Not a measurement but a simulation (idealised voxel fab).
Herein follows the process module entitled voxel self aligned contacts.
For reference, the cross-section in this document is cut, with width 230 nm and square cells of 5 nm.
Throughout this document, each cross-section is represented as a grid of square cells and is presented as a sequence of bands enumerated from the top downward, where a band comprises one or more rows of cells. Within each band entry, the heights of the top and of the bottom of the band appear first, in that order and in nm; the materials of the band then follow from left to right, each with its corresponding width in nm. The designation "edge to edge" on a single material indicates that it fills the band from edge to edge; the designation "blank" indicates empty space. Heights are expressed relative to 0, this being the level below which the as-received wafer comprises one material exclusively. The lowest band is unbounded in the downward direction and is denoted as in "0 nm and below". The notation "30 to 40" denotes a width that varies across the rows of cells in the band, beginning at the first number in the top row, finishing at the second number in the bottom row, and changing by an identical amount from each row to the next. What does "no alterations made" mean for a step? It means no cell of the cross-section changed in that step. Entry "Voids, sealed". Content: empty spaces with no open connection to the top, size 8 cells or greater. Each: width x height at distance. Distance: from left edge. Unit: nm. That trailing text on a step's line, after the settings, is the simulator's own remark on the step. On any step carrying a mask, the "overlay nm" setting, if present on the step's line, tells how far right of its planned place the mask lay; negative values point to the left. Note on reading: below, each pair holds a cross-section from before one process step and one from after it; the one from after shows only down to the lowest band that changed. Beneath the pair, the step in between is stated along with its settings. The pairs can stem from different runs of this module on the same starting wafer. Where a pair's entry headed "State before step" says so, and only there, that pair continues from the pair above it.
# State before step
90 nm to 70 nm | resist 95, then blank 40, then resist 95
70 nm to 60 nm | aC 95, then blank 40, then aC 95
60 nm to 45 nm | SiO2 70, then SiN 35, then SiO2 20, then SiN 35, then SiO2 70
45 nm to 35 nm | SiN edge to edge
35 nm to 5 nm | polySi edge to edge
5 nm to 0 nm | SiO2 edge to edge
0 nm and below | Si edge to edge
Voids, sealed: none
# As Processed
70 nm to 60 nm | aC 95, then blank 40, then aC 95
Anything lower than 60 is untouched.
Voids, sealed: none
The cross-sections above show the structure before and after this step: STRIP (etch materials resist)
State before step: For the state before this step, see the after cross-section of the pair located directly above.
# As Processed
70 nm to 60 nm | aC 95, then blank 40, then aC 95
60 nm to 45 nm | SiO2 70, then SiN 35, then blank 20, then SiN 35, then SiO2 70
Anything lower than 45 is untouched.
Voids, sealed: none
The cross-sections above show the structure before and after this step: DIRECTIONAL_ETCH (etch materials SiO2; depth nm 60)
State before step: For the state before this step, see the after cross-section of the pair located directly above.
# As Processed
60 nm to 45 nm | SiO2 70, then SiN 35, then blank 20, then SiN 35, then SiO2 70
Anything lower than 45 is untouched.
Voids, sealed: none
The cross-sections above show the structure before and after this step: STRIP (etch materials aC)
State before step: For the state before this step, see the after cross-section of the pair located directly above.
# As Processed
65 nm to 60 nm | TiN 110, then blank 10, then TiN 110
60 nm to 50 nm | SiO2 70, then SiN 35, then TiN 5, then blank 10, then TiN 5, then SiN 35, then SiO2 70
50 nm to 45 nm | SiO2 70, then SiN 35, then TiN 20, then SiN 35, then SiO2 70
Anything lower than 45 is untouched.
Voids, sealed: none
The cross-sections above show the structure before and after this step: CONFORMAL_DEP (material TiN; thk nm 5)
State before step: For the state before this step, see the after cross-section of the pair located directly above.
# As Processed
75 nm to 65 nm | W edge to edge
65 nm to 60 nm | TiN 110, then W 10, then TiN 110
60 nm to 50 nm | SiO2 70, then SiN 35, then TiN 5, then W 10, then TiN 5, then SiN 35, then SiO2 70
Anything lower than 50 is untouched.
Voids, sealed: none
The cross-sections above show the structure before and after this step: FILL_DEP (material W; thk nm 10)
State before step: For the state before this step, see the after cross-section of the pair located directly above.
# As Processed
60 nm to 50 nm | SiO2 70, then SiN 35, then TiN 5, then W 10, then TiN 5, then SiN 35, then SiO2 70
Anything lower than 50 is untouched.
Voids, sealed: none
The cross-sections above show the structure before and after this step: CMP (height nm 60)
State before step: For the state before this step, see the after cross-section of the pair located directly above.
# As Processed
65 nm to 60 nm | SiN edge to edge
Anything lower than 60 is untouched.
Voids, sealed: none
The cross-sections above show the structure before and after this step: CONFORMAL_DEP (material SiN; thk nm 5)
# State before step
70 nm to 60 nm | aC edge to edge
60 nm to 50 nm | SiO2 edge to edge
50 nm to 35 nm | SiO2 70, then SiN 35, then SiO2 20, then SiN 35, then SiO2 70
35 nm to 5 nm | SiO2 70, then SiN 5, then polySi 25, then SiN 5, then SiO2 20, then SiN 5, then polySi 25, then SiN 5, then SiO2 70
5 nm to 0 nm | SiO2 edge to edge
0 nm and below | Si edge to edge
Voids, sealed: none
# As Processed
100 nm to 70 nm | resist 100, then blank 35, then resist 95
Anything lower than 70 is untouched.
Voids, sealed: none
The cross-sections above show the structure before and after this step: PATTERN (tone open; mask id CONTACT; material resist; width nm 35; thk nm 30; overlay nm 0)
State before step: For the state before this step, see the after cross-section of the pair located directly above.
# As Processed
90 nm to 70 nm | resist 100, then blank 35, then resist 95
70 nm to 60 nm | aC 100, then blank 35, then aC 95
Anything lower than 60 is untouched.
Voids, sealed: none
The cross-sections above show the structure before and after this step: DIRECTIONAL_ETCH (etch materials aC; depth nm 10)
State before step: For the state before this step, see the after cross-section of the pair located directly above.
# As Processed
70 nm to 60 nm | aC 100, then blank 35, then aC 95
Anything lower than 60 is untouched.
Voids, sealed: none
The cross-sections above show the structure before and after this step: STRIP (etch materials resist)
State before step: For the state before this step, see the after cross-section of the pair located directly above.
# As Processed
70 nm to 60 nm | aC 100, then blank 35, then aC 95
60 nm to 50 nm | SiO2 100, then blank 35, then SiO2 95
50 nm to 35 nm | SiO2 70, then SiN 35, then blank 20, then SiN 35, then SiO2 70
35 nm to 5 nm | SiO2 70, then SiN 5, then polySi 25, then SiN 5, then blank 20, then SiN 5, then polySi 25, then SiN 5, then SiO2 70
5 nm to 0 nm | SiO2 105, then blank 20, then SiO2 105
Anything lower than 0 is untouched.
Voids, sealed: none
The cross-sections above show the structure before and after this step: DIRECTIONAL_ETCH (etch materials SiO2; depth nm 60)
State before step: For the state before this step, see the after cross-section of the pair located directly above.
# As Processed
60 nm to 50 nm | SiO2 100, then blank 35, then SiO2 95
Anything lower than 50 is untouched.
Voids, sealed: none
The cross-sections above show the structure before and after this step: STRIP (etch materials aC)
State before step: For the state before this step, see the after cross-section of the pair located directly above.
# As Processed
65 nm to 60 nm | TiN 105, then blank 25, then TiN 100
60 nm to 50 nm | SiO2 100, then TiN 5 to 10, then blank 25 to 10, then TiN 5 to 15, then SiO2 95
50 nm to 35 nm | SiO2 70, then SiN 35, then TiN 5, then blank 10, then TiN 5, then SiN 35, then SiO2 70
35 nm to 5 nm | SiO2 70, then SiN 5, then polySi 25, then SiN 5, then TiN 5, then blank 10, then TiN 5, then SiN 5, then polySi 25, then SiN 5, then SiO2 70
5 nm to 0 nm | SiO2 105, then TiN 20, then SiO2 105
Anything lower than 0 is untouched.
Voids, sealed: none
The cross-sections above show the structure before and after this step: CONFORMAL_DEP (material TiN; thk nm 5)
State before step: For the state before this step, see the after cross-section of the pair located directly above.
# As Processed
75 nm to 65 nm | W edge to edge
65 nm to 60 nm | TiN 105, then W 25, then TiN 100
60 nm to 50 nm | SiO2 100, then TiN 5 to 10, then W 25 to 10, then TiN 5 to 15, then SiO2 95
50 nm to 35 nm | SiO2 70, then SiN 35, then TiN 5, then W 10, then TiN 5, then SiN 35, then SiO2 70
35 nm to 5 nm | SiO2 70, then SiN 5, then polySi 25, then SiN 5, then TiN 5, then W 10, then TiN 5, then SiN 5, then polySi 25, then SiN 5, then SiO2 70
Anything lower than 5 is untouched.
Voids, sealed: none
The cross-sections above show the structure before and after this step: FILL_DEP (material W; thk nm 10)
State before step: For the state before this step, see the after cross-section of the pair located directly above.
# As Processed
60 nm to 50 nm | SiO2 100, then TiN 5 to 10, then W 25 to 10, then TiN 5 to 15, then SiO2 95
Anything lower than 50 is untouched.
Voids, sealed: none
The cross-sections above show the structure before and after this step: CMP (height nm 60)
State before step: For the state before this step, see the after cross-section of the pair located directly above.
# As Processed
65 nm to 60 nm | SiN edge to edge
Anything lower than 60 is untouched.
Voids, sealed: none
The cross-sections above show the structure before and after this step: CONFORMAL_DEP (material SiN; thk nm 5)
# State before step
70 nm to 60 nm | aC edge to edge
60 nm to 50 nm | SiO2 edge to edge
50 nm to 35 nm | SiO2 70, then SiN 35, then SiO2 20, then SiN 35, then SiO2 70
35 nm to 5 nm | SiO2 70, then SiN 5, then polySi 25, then SiN 5, then SiO2 20, then SiN 5, then polySi 25, then SiN 5, then SiO2 70
5 nm to 0 nm | SiO2 edge to edge
0 nm and below | Si edge to edge
Voids, sealed: none
# As Processed
100 nm to 70 nm | resist 100, then blank 40, then resist 90
Anything lower than 70 is untouched.
Voids, sealed: none
The cross-sections above show the structure before and after this step: PATTERN (tone open; mask id CONTACT; material resist; width nm 40; thk nm 30; overlay nm 5)
State before step: For the state before this step, see the after cross-section of the pair located directly above.
# As Processed
90 nm to 70 nm | resist 100, then blank 40, then resist 90
70 nm to 60 nm | aC 100, then blank 40, then aC 90
Anything lower than 60 is untouched.
Voids, sealed: none
The cross-sections above show the structure before and after this step: DIRECTIONAL_ETCH (etch materials aC; depth nm 10)
State before step: For the state before this step, see the after cross-section of the pair located directly above.
# As Processed
70 nm to 60 nm | aC 100, then blank 40, then aC 90
Anything lower than 60 is untouched.
Voids, sealed: none
The cross-sections above show the structure before and after this step: STRIP (etch materials resist)
State before step: For the state before this step, see the after cross-section of the pair located directly above.
# As Processed
70 nm to 60 nm | aC 100, then blank 40, then aC 90
60 nm to 50 nm | SiO2 100, then blank 40, then SiO2 90
50 nm to 35 nm | SiO2 70, then SiN 35, then blank 20, then SiN 35, then SiO2 70
35 nm to 5 nm | SiO2 70, then SiN 5, then polySi 25, then SiN 5, then blank 20, then SiN 5, then polySi 25, then SiN 5, then SiO2 70
5 nm to 0 nm | SiO2 105, then blank 20, then SiO2 105
Anything lower than 0 is untouched.
Voids, sealed: none
The cross-sections above show the structure before and after this step: DIRECTIONAL_ETCH (etch materials SiO2; depth nm 60)
State before step: For the state before this step, see the after cross-section of the pair located directly above.
# As Processed
60 nm to 50 nm | SiO2 100, then blank 40, then SiO2 90
Anything lower than 50 is untouched.
Voids, sealed: none
The cross-sections above show the structure before and after this step: STRIP (etch materials aC)
State before step: For the state before this step, see the after cross-section of the pair located directly above.
# As Processed
65 nm to 60 nm | TiN 105, then blank 30, then TiN 95
60 nm to 50 nm | SiO2 100, then TiN 5 to 10, then blank 30 to 10, then TiN 5 to 20, then SiO2 90
50 nm to 35 nm | SiO2 70, then SiN 35, then TiN 5, then blank 10, then TiN 5, then SiN 35, then SiO2 70
35 nm to 5 nm | SiO2 70, then SiN 5, then polySi 25, then SiN 5, then TiN 5, then blank 10, then TiN 5, then SiN 5, then polySi 25, then SiN 5, then SiO2 70
5 nm to 0 nm | SiO2 105, then TiN 20, then SiO2 105
Anything lower than 0 is untouched.
Voids, sealed: none
The cross-sections above show the structure before and after this step: CONFORMAL_DEP (material TiN; thk nm 5)
State before step: For the state before this step, see the after cross-section of the pair located directly above.
# As Processed
75 nm to 65 nm | W edge to edge
65 nm to 60 nm | TiN 105, then W 30, then TiN 95
60 nm to 50 nm | SiO2 100, then TiN 5 to 10, then W 30 to 10, then TiN 5 to 20, then SiO2 90
50 nm to 35 nm | SiO2 70, then SiN 35, then TiN 5, then W 10, then TiN 5, then SiN 35, then SiO2 70
35 nm to 5 nm | SiO2 70, then SiN 5, then polySi 25, then SiN 5, then TiN 5, then W 10, then TiN 5, then SiN 5, then polySi 25, then SiN 5, then SiO2 70
Anything lower than 5 is untouched.
Voids, sealed: none
The cross-sections above show the structure before and after this step: FILL_DEP (material W; thk nm 10)
State before step: For the state before this step, see the after cross-section of the pair located directly above.
# As Processed
60 nm to 50 nm | SiO2 100, then TiN 5 to 10, then W 30 to 10, then TiN 5 to 20, then SiO2 90
Anything lower than 50 is untouched.
Voids, sealed: none
The cross-sections above show the structure before and after this step: CMP (height nm 60)
State before step: For the state before this step, see the after cross-section of the pair located directly above.
# As Processed
65 nm to 60 nm | SiN edge to edge
Anything lower than 60 is untouched.
Voids, sealed: none
The cross-sections above show the structure before and after this step: CONFORMAL_DEP (material SiN; thk nm 5)
# State before step
0 nm and below | Si edge to edge
Voids, sealed: none
# As Processed
5 nm to 0 nm | polySi edge to edge
Anything lower than 0 is untouched.
Voids, sealed: none
The cross-sections above show the structure before and after this step: CONFORMAL_DEP (material polySi; thk nm 5)
State before step: For the state before this step, see the after cross-section of the pair located directly above.
# As Processed
35 nm to 0 nm | polySi edge to edge
Anything lower than 0 is untouched.
Voids, sealed: none
The cross-sections above show the structure before and after this step: DIRECTIONAL_DEP (material polySi; thk nm 30)
State before step: For the state before this step, see the after cross-section of the pair located directly above.
# As Processed
50 nm to 35 nm | SiN edge to edge
Anything lower than 35 is untouched.
Voids, sealed: none
The cross-sections above show the structure before and after this step: DIRECTIONAL_DEP (material SiN; thk nm 15)
State before step: For the state before this step, see the after cross-section of the pair located directly above.
# As Processed
65 nm to 50 nm | aC edge to edge
Anything lower than 50 is untouched.
Voids, sealed: none
The cross-sections above show the structure before and after this step: DIRECTIONAL_DEP (material aC; thk nm 15)
State before step: For the state before this step, see the after cross-section of the pair located directly above.
# As Processed
100 nm to 65 nm | blank 75, then resist 25, then blank 30, then resist 25, then blank 75
Anything lower than 65 is untouched.
Voids, sealed: none
The cross-sections above show the structure before and after this step: PATTERN (tone cover; mask id GATE; material resist; width nm 25; pitch nm 55; thk nm 35; overlay nm 0)
State before step: For the state before this step, see the after cross-section of the pair located directly above.
# As Processed
85 nm to 65 nm | blank 75, then resist 25, then blank 30, then resist 25, then blank 75
65 nm to 50 nm | blank 75, then aC 25, then blank 30, then aC 25, then blank 75
Anything lower than 50 is untouched.
Voids, sealed: none
The cross-sections above show the structure before and after this step: DIRECTIONAL_ETCH (etch materials aC; depth nm 15)
State before step: For the state before this step, see the after cross-section of the pair located directly above.
# As Processed
65 nm to 50 nm | blank 75, then aC 25, then blank 30, then aC 25, then blank 75
Anything lower than 50 is untouched.
Voids, sealed: none
The cross-sections above show the structure before and after this step: STRIP (etch materials resist)
State before step: For the state before this step, see the after cross-section of the pair located directly above.
# As Processed
65 nm to 50 nm | blank 75, then aC 25, then blank 30, then aC 25, then blank 75
50 nm to 35 nm | blank 75, then SiN 25, then blank 30, then SiN 25, then blank 75
Anything lower than 35 is untouched.
Voids, sealed: none
The cross-sections above show the structure before and after this step: DIRECTIONAL_ETCH (etch materials SiN; depth nm 15)
State before step: For the state before this step, see the after cross-section of the pair located directly above.
# As Processed
65 nm to 50 nm | blank 75, then aC 25, then blank 30, then aC 25, then blank 75
50 nm to 35 nm | blank 75, then SiN 25, then blank 30, then SiN 25, then blank 75
35 nm to 5 nm | blank 75, then polySi 25, then blank 30, then polySi 25, then blank 75
Anything lower than 5 is untouched.
Voids, sealed: none
The cross-sections above show the structure before and after this step: DIRECTIONAL_ETCH (etch materials polySi; depth nm 30)
State before step: For the state before this step, see the after cross-section of the pair located directly above.
# As Processed
50 nm to 35 nm | blank 75, then SiN 25, then blank 30, then SiN 25, then blank 75
Anything lower than 35 is untouched.
Voids, sealed: none
The cross-sections above show the structure before and after this step: STRIP (etch materials aC)
State before step: For the state before this step, see the after cross-section of the pair located directly above.
# As Processed
55 nm to 35 nm | blank 70, then SiN 35, then blank 20, then SiN 35, then blank 70
35 nm to 10 nm | blank 70, then SiN 5, then polySi 25, then SiN 5, then blank 20, then SiN 5, then polySi 25, then SiN 5, then blank 70
10 nm to 5 nm | SiN 75, then polySi 25, then SiN 30, then polySi 25, then SiN 75
Anything lower than 5 is untouched.
Voids, sealed: none
The cross-sections above show the structure before and after this step: CONFORMAL_DEP (material SiN; thk nm 5)
State before step: For the state before this step, see the after cross-section of the pair located directly above.
# As Processed
50 nm to 35 nm | blank 70, then SiN 35, then blank 20, then SiN 35, then blank 70
35 nm to 5 nm | blank 70, then SiN 5, then polySi 25, then SiN 5, then blank 20, then SiN 5, then polySi 25, then SiN 5, then blank 70
Anything lower than 5 is untouched.
Voids, sealed: none
The cross-sections above show the structure before and after this step: DIRECTIONAL_ETCH (etch materials SiN; depth nm 5)
State before step: For the state before this step, see the after cross-section of the pair located directly above.
# As Processed
70 nm to 50 nm | SiO2 edge to edge
50 nm to 35 nm | SiO2 70, then SiN 35, then SiO2 20, then SiN 35, then SiO2 70
35 nm to 5 nm | SiO2 70, then SiN 5, then polySi 25, then SiN 5, then SiO2 20, then SiN 5, then polySi 25, then SiN 5, then SiO2 70
Anything lower than 5 is untouched.
Voids, sealed: none
The cross-sections above show the structure before and after this step: FILL_DEP (material SiO2; thk nm 20)
State before step: For the state before this step, see the after cross-section of the pair located directly above.
# As Processed
60 nm to 50 nm | SiO2 edge to edge
Anything lower than 50 is untouched.
Voids, sealed: none
The cross-sections above show the structure before and after this step: CMP (height nm 60)
State before step: For the state before this step, see the after cross-section of the pair located directly above.
# As Processed
70 nm to 60 nm | aC edge to edge
Anything lower than 60 is untouched.
Voids, sealed: none
The cross-sections above show the structure before and after this step: DIRECTIONAL_DEP (material aC; thk nm 10)
State before step: For the state before this step, see the after cross-section of the pair located directly above.
# As Processed
100 nm to 70 nm | resist 95, then blank 40, then resist 95
Anything lower than 70 is untouched.
Voids, sealed: none
The cross-sections above show the structure before and after this step: PATTERN (tone open; mask id CONTACT; material resist; width nm 40; thk nm 30; overlay nm 0)
State before step: For the state before this step, see the after cross-section of the pair located directly above.
# As Processed
90 nm to 70 nm | resist 95, then blank 40, then resist 95
70 nm to 60 nm | aC 95, then blank 40, then aC 95
Anything lower than 60 is untouched.
Voids, sealed: none
The cross-sections above show the structure before and after this step: DIRECTIONAL_ETCH (etch materials aC; depth nm 10)
State before step: For the state before this step, see the after cross-section of the pair located directly above.
# As Processed
70 nm to 60 nm | aC 95, then blank 40, then aC 95
Anything lower than 60 is untouched.
Voids, sealed: none
The cross-sections above show the structure before and after this step: STRIP (etch materials resist)
State before step: For the state before this step, see the after cross-section of the pair located directly above.
# As Processed
70 nm to 60 nm | aC 95, then blank 40, then aC 95
60 nm to 50 nm | SiO2 95, then blank 40, then SiO2 95
50 nm to 35 nm | SiO2 70, then SiN 35, then blank 20, then SiN 35, then SiO2 70
35 nm to 5 nm | SiO2 70, then SiN 5, then polySi 25, then SiN 5, then blank 20, then SiN 5, then polySi 25, then SiN 5, then SiO2 70
Anything lower than 5 is untouched.
Voids, sealed: none
The cross-sections above show the structure before and after this step: DIRECTIONAL_ETCH (etch materials SiO2; depth nm 60)
State before step: For the state before this step, see the after cross-section of the pair located directly above.
# As Processed
60 nm to 50 nm | SiO2 95, then blank 40, then SiO2 95
Anything lower than 50 is untouched.
Voids, sealed: none
The cross-sections above show the structure before and after this step: STRIP (etch materials aC)
State before step: For the state before this step, see the after cross-section of the pair located directly above.
# As Processed
65 nm to 60 nm | TiN 100, then blank 30, then TiN 100
60 nm to 50 nm | SiO2 95, then TiN 5 to 15, then blank 30 to 10, then TiN 5 to 15, then SiO2 95
50 nm to 35 nm | SiO2 70, then SiN 35, then TiN 5, then blank 10, then TiN 5, then SiN 35, then SiO2 70
35 nm to 10 nm | SiO2 70, then SiN 5, then polySi 25, then SiN 5, then TiN 5, then blank 10, then TiN 5, then SiN 5, then polySi 25, then SiN 5, then SiO2 70
10 nm to 5 nm | SiO2 70, then SiN 5, then polySi 25, then SiN 5, then TiN 20, then SiN 5, then polySi 25, then SiN 5, then SiO2 70
Anything lower than 5 is untouched.
Voids, sealed: none
The cross-sections above show the structure before and after this step: CONFORMAL_DEP (material TiN; thk nm 5)
State before step: For the state before this step, see the after cross-section of the pair located directly above.
# As Processed
75 nm to 65 nm | W edge to edge
65 nm to 60 nm | TiN 100, then W 30, then TiN 100
60 nm to 50 nm | SiO2 95, then TiN 5 to 15, then W 30 to 10, then TiN 5 to 15, then SiO2 95
50 nm to 35 nm | SiO2 70, then SiN 35, then TiN 5, then W 10, then TiN 5, then SiN 35, then SiO2 70
35 nm to 10 nm | SiO2 70, then SiN 5, then polySi 25, then SiN 5, then TiN 5, then W 10, then TiN 5, then SiN 5, then polySi 25, then SiN 5, then SiO2 70
Anything lower than 10 is untouched.
Voids, sealed: none
The cross-sections above show the structure before and after this step: FILL_DEP (material W; thk nm 10)
State before step: For the state before this step, see the after cross-section of the pair located directly above.
# As Processed
60 nm to 50 nm | SiO2 95, then TiN 5 to 15, then W 30 to 10, then TiN 5 to 15, then SiO2 95
Anything lower than 50 is untouched.
Voids, sealed: none
The cross-sections above show the structure before and after this step: CMP (height nm 60)
State before step: For the state before this step, see the after cross-section of the pair located directly above.
# As Processed
65 nm to 60 nm | SiN edge to edge
Anything lower than 60 is untouched.
Voids, sealed: none
The cross-sections above show the structure before and after this step: CONFORMAL_DEP (material SiN; thk nm 5)
# State before step
70 nm to 60 nm | aC edge to edge
60 nm to 50 nm | SiO2 edge to edge
50 nm to 35 nm | SiO2 70, then SiN 35, then SiO2 20, then SiN 35, then SiO2 70
35 nm to 5 nm | SiO2 70, then SiN 5, then polySi 25, then SiN 5, then SiO2 20, then SiN 5, then polySi 25, then SiN 5, then SiO2 70
5 nm to 0 nm | SiO2 edge to edge
0 nm and below | Si edge to edge
Voids, sealed: none
# As Processed
100 nm to 70 nm | blank 95, then resist 40, then blank 95
Anything lower than 70 is untouched.
Voids, sealed: none
The cross-sections above show the structure before and after this step: PATTERN (tone cover; mask id CONTACT; material resist; width nm 40; thk nm 30; overlay nm 0)
State before step: For the state before this step, see the after cross-section of the pair located directly above.
# As Processed
90 nm to 70 nm | blank 95, then resist 40, then blank 95
70 nm to 60 nm | blank 95, then aC 40, then blank 95
Anything lower than 60 is untouched.
Voids, sealed: none
The cross-sections above show the structure before and after this step: DIRECTIONAL_ETCH (etch materials aC; depth nm 10)
State before step: For the state before this step, see the after cross-section of the pair located directly above.
# As Processed
70 nm to 60 nm | blank 95, then aC 40, then blank 95
Anything lower than 60 is untouched.
Voids, sealed: none
The cross-sections above show the structure before and after this step: STRIP (etch materials resist)
State before step: For the state before this step, see the after cross-section of the pair located directly above.
# As Processed
70 nm to 60 nm | blank 95, then aC 40, then blank 95
60 nm to 50 nm | blank 95, then SiO2 40, then blank 95
50 nm to 35 nm | blank 70, then SiN 35, then SiO2 20, then SiN 35, then blank 70
35 nm to 5 nm | blank 70, then SiN 5, then polySi 25, then SiN 5, then SiO2 20, then SiN 5, then polySi 25, then SiN 5, then blank 70
5 nm to 0 nm | blank 70, then SiO2 90, then blank 70
Anything lower than 0 is untouched.
Voids, sealed: none
The cross-sections above show the structure before and after this step: DIRECTIONAL_ETCH (etch materials SiO2; depth nm 60)
State before step: For the state before this step, see the after cross-section of the pair located directly above.
# As Processed
60 nm to 50 nm | blank 95, then SiO2 40, then blank 95
Anything lower than 50 is untouched.
Voids, sealed: none
The cross-sections above show the structure before and after this step: STRIP (etch materials aC)
State before step: For the state before this step, see the after cross-section of the pair located directly above.
# As Processed
65 nm to 60 nm | blank 90, then TiN 50, then blank 90
60 nm to 50 nm | blank 90 to 65, then TiN 5 to 30, then SiO2 40, then TiN 5 to 30, then blank 90 to 65
50 nm to 35 nm | blank 65, then TiN 5, then SiN 35, then SiO2 20, then SiN 35, then TiN 5, then blank 65
35 nm to 5 nm | blank 65, then TiN 5, then SiN 5, then polySi 25, then SiN 5, then SiO2 20, then SiN 5, then polySi 25, then SiN 5, then TiN 5, then blank 65
5 nm to 0 nm | TiN 70, then SiO2 90, then TiN 70
Anything lower than 0 is untouched.
Voids, sealed: none
The cross-sections above show the structure before and after this step: CONFORMAL_DEP (material TiN; thk nm 5)
State before step: For the state before this step, see the after cross-section of the pair located directly above.
# As Processed
75 nm to 65 nm | W edge to edge
65 nm to 60 nm | W 90, then TiN 50, then W 90
60 nm to 50 nm | W 90 to 65, then TiN 5 to 30, then SiO2 40, then TiN 5 to 30, then W 90 to 65
50 nm to 35 nm | W 65, then TiN 5, then SiN 35, then SiO2 20, then SiN 35, then TiN 5, then W 65
35 nm to 5 nm | W 65, then TiN 5, then SiN 5, then polySi 25, then SiN 5, then SiO2 20, then SiN 5, then polySi 25, then SiN 5, then TiN 5, then W 65
Anything lower than 5 is untouched.
Voids, sealed: none
The cross-sections above show the structure before and after this step: FILL_DEP (material W; thk nm 10)
State before step: For the state before this step, see the after cross-section of the pair located directly above.
# As Processed
60 nm to 50 nm | W 90 to 65, then TiN 5 to 30, then SiO2 40, then TiN 5 to 30, then W 90 to 65
Anything lower than 50 is untouched.
Voids, sealed: none
The cross-sections above show the structure before and after this step: CMP (height nm 60)
State before step: For the state before this step, see the after cross-section of the pair located directly above.
# As Processed
65 nm to 60 nm | SiN edge to edge
Anything lower than 60 is untouched.
Voids, sealed: none
The cross-sections above show the structure before and after this step: CONFORMAL_DEP (material SiN; thk nm 5)
